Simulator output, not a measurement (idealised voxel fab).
The document below concerns the process module designated voxel ribs on slabs.
Shown is cross-section cut, with a width of 155 nm and square cells of size 5 nm.
Heads up, the way a cross-section reads in here is a grid of square cells, handed over as bands from the top down, with every band being one or more rows of cells. Basically the band line says how high the top is and how high the bottom is, in nm, and then what's in it from left to right, every material with its width in nm. Empty space shows up as "blank", and if a single material carries "everywhere" it runs the full band edge to edge. Beneath 0, the wafer as received is one material, and that level is where height counting begins. The lowest band goes on downward without a bottom; it is written like "from 0 down". The width entry "30 to 40" should be interpreted row by row: the top row of cells in the band takes the first number, the bottom row takes the second number, and the change between adjacent rows is uniform throughout. Given "remains unaltered" for a step, no cell of the cross-section differs between before and after that step. Any empty space of 8 cells or more lacking an open way to the top shows up in "Voids, fully enclosed" as width x height at distance, distance from the left edge, in nm. Whatever follows a step's settings on its line is a remark the simulator itself makes about that step. overlay nm, on a step with a mask: how far to the right of its planned place the mask lay; to the left if negative.
-- List of planned process steps
1: op RECEIVE | material Si
2: op DIRECTIONAL_DEP | material SiO2 | thk nm 20
3: op DIRECTIONAL_DEP | material polySi | thk nm 20
4: op PATTERN | tone cover | mask id RIB | material resist | width nm 15 | thk nm 15 | overlay nm 0
5: op DIRECTIONAL_ETCH | etch materials polySi | depth nm 5
6: op STRIP | etch materials resist
7: op MASKED_ETCH | tone cover | mask id SLAB | width nm 75 | etch materials polySi | depth nm 15 | overlay nm 0
8: op FILL_DEP | material SiO2 | thk nm 30
9: op CMP | height nm 60
10: op DIRECTIONAL_DEP | material W | thk nm 5
11: op DIRECTIONAL_DEP | material aC | thk nm 15
12: op PATTERN | tone cover | mask id HEATER | material resist | width nm 25 | thk nm 35 | overlay nm 0
13: op DIRECTIONAL_ETCH | etch materials aC | depth nm 15
14: op STRIP | etch materials resist
15: op DIRECTIONAL_ETCH | etch materials W | depth nm 5
16: op STRIP | etch materials aC
17: op CONFORMAL_DEP | material SiN | thk nm 10
Where the wafers of this document differ is in the depth nm of step 5; they start out the same, and the plan states the value that applied to the first wafer.
-- Cross-sectional view of the first of several wafers in the as-received condition, corresponding to the state following step 1
  from 0 down: Si everywhere
  Voids, fully enclosed: none
-- The cross-section of the first of several wafers is given below for the end of the module, after its final step, step 17
  from 75 to 70: blank=55 / SiN=45 / blank=55
  from 70 to 65: SiN everywhere
  from 65 to 60: SiN=65 / W=25 / SiN=65
  from 60 to 40: SiO2 everywhere
  from 40 to 35: SiO2=70 / polySi=15 / SiO2=70
  from 35 to 20: SiO2=40 / polySi=75 / SiO2=40
  from 20 to 0: SiO2 everywhere
  from 0 down: Si everywhere
  Voids, fully enclosed: none
-- Last-wafer cross-section at the end of the module
  from 75 to 70: blank=55 / SiN=45 / blank=55
  from 70 to 65: SiN everywhere
  from 65 to 60: SiN=65 / W=25 / SiN=65
  from 60 to 40: SiO2 everywhere
  from 40 to 20: SiO2=70 / polySi=15 / SiO2=70
  from 20 to 0: SiO2 everywhere
  from 0 down: Si everywhere
  Voids, fully enclosed: none
-- For your reference, the table is organized with a row per wafer; each row reflects the wafer at the end of the module, indicating for each material the cells gained (+) or lost (-) since receipt, and thereafter its closed voids
depth nm 5; +66 SiN; +324 SiO2; +5 W; +48 polySi; Voids, fully enclosed: none
depth nm 10; +66 SiN; +336 SiO2; +5 W; +36 polySi; Voids, fully enclosed: none
depth nm 15; +66 SiN; +348 SiO2; +5 W; +24 polySi; Voids, fully enclosed: none
depth nm 20; +66 SiN; +360 SiO2; +5 W; +12 polySi; Voids, fully enclosed: none
